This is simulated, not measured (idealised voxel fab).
process module | voxel double patterning
cross-section cut | 200 nm wide | cells 5 nm
A cross-section is a grid of square cells, given in bands from the top down. A band is one or more rows of cells.
Each band's line starts with the height of the band's top and of its bottom, in nm. Then come its materials from left to right, each with its width in nm. One material with "throughout" fills the band from edge to edge. "air" is empty space.
Height 0 is the level under which the wafer as received is all one material. The lowest band goes on downwards, as in "0 down".
A width such as "30 to 40" changes by the same amount from each row of cells to the next, from the band's top row to its bottom row.
"no change" after a step means that no cell of the cross-section changed.
closed voids: empty space of 8 cells or more with no open way to the top, each as width x height at its distance from the left edge, in nm
after a step's settings: what the simulator itself notes on the step
overlay nm, on a step with a mask: how far to the right of its planned place the mask lay; to the left if negative
plan
1 op RECEIVE | material Si
2 op CONFORMAL_DEP | material SiO2 | thk nm 5
3 op DIRECTIONAL_DEP | material W | thk nm 10
4 op DIRECTIONAL_DEP | material SiCN | thk nm 10
5 op DIRECTIONAL_DEP | material aC | thk nm 15
6 op PATTERN | tone open | mask id FIRST | material resist | width nm 15 | pitch nm 50 | thk nm 30 | overlay nm 0
7 op DIRECTIONAL_ETCH | etch materials aC | depth nm 15
8 op STRIP | etch materials resist
9 op DIRECTIONAL_ETCH | etch materials SiCN | depth nm 10
10 op STRIP | etch materials aC
11 op PATTERN | tone open | mask id SECOND | material resist | width nm 15 | thk nm 15 | overlay nm 0
12 op DIRECTIONAL_ETCH | etch materials SiCN | depth nm 10
13 op STRIP | etch materials resist
14 op DIRECTIONAL_ETCH | etch materials W | depth nm 10
15 op STRIP | etch materials SiCN
as received, after step 1
  0 down: Si throughout
  closed voids: none
a wafer at the end: this start, this plan, one mistake
  10 to 5: W 65 | air 15 | W 10 | air 15 | W 10 | air 15 | W 70
  5 to 0: SiO2 throughout
  0 down: Si throughout
  closed voids: none
what went wrong: step 3 ran as: op DIRECTIONAL_DEP | material W | thk nm 5
